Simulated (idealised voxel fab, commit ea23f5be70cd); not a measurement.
Title: Process Module voxel released beams
Pictured: cross-section cut, 280 nm wide, on a grid of 5 nm square cells.
Cross-section format: a grid of square cells, given as bands from top to bottom; each band is one or more rows of cells. A band entry consists of two parts. The first gives the height of the band's top and the height of its bottom, in nm. The rest lists the band's materials from left to right, each with its width in nm. A single material labelled with the word "all across" fills the band from edge to edge, and the word "blank" marks empty space. It should be noted that heights are counted from 0, beneath which the wafer as supplied is of one material throughout, and that the lowest band possesses no lower boundary but continues downward, as written in "from 0 down". The width entry "30->40" should be interpreted row by row: the top row of cells in the band takes the first number, the bottom row takes the second number, and the change between adjacent rows is uniform throughout. "identical to before" for a step: no cell of the cross-section changed in that step. So "Entrapped voids" is basically the list of trapped voids: any empty space of 8 cells or more that can't reach the top through an opening. They're written width x height at distance, the distance being from the left edge, and it's all nm. Whatever follows a step's settings on its line is a remark the simulator itself makes about that step. A step line may carry the setting "overlay nm", which, for steps involving a mask, states the distance by which the mask lay to the right of its intended position; negative values denote displacement to the left.
The planned process steps are enumerated hereunder:
1: RECEIVE (material Si)
2: CONFORMAL_DEP (material Al2O3; thk nm 10)
3: DIRECTIONAL_DEP (material SiO2; thk nm 15)
4: MASKED_ETCH (tone open; mask id ANCHOR; width nm 25; etch materials SiO2; depth nm 15; overlay nm 0)
5: CONFORMAL_DEP (material W; thk nm 10)
6: DIRECTIONAL_DEP (material aC; thk nm 15)
7: PATTERN (tone cover; mask id BEAM; material resist; width nm 105; thk nm 35; overlay nm 0)
8: DIRECTIONAL_ETCH (etch materials aC; depth nm 15)
9: STRIP (etch materials resist)
10: DIRECTIONAL_ETCH (etch materials W; depth nm 10)
11: STRIP (etch materials aC)
12: STRIP (etch materials SiO2)
Wafer cross-section on receipt, i.e. after step 1:
    from 0 down: Si all across
    Entrapped voids: none
The module was run from the start shown above using the plan shown above, but one mistake was made doing it; the resulting wafer cross-section is below:
    from 0 down: Si all across
    Entrapped voids: none
Deviation from plan: step 2 ran with different settings than intended, the actual operation and settings being CONFORMAL_DEP (material SiO2; thk nm 10)
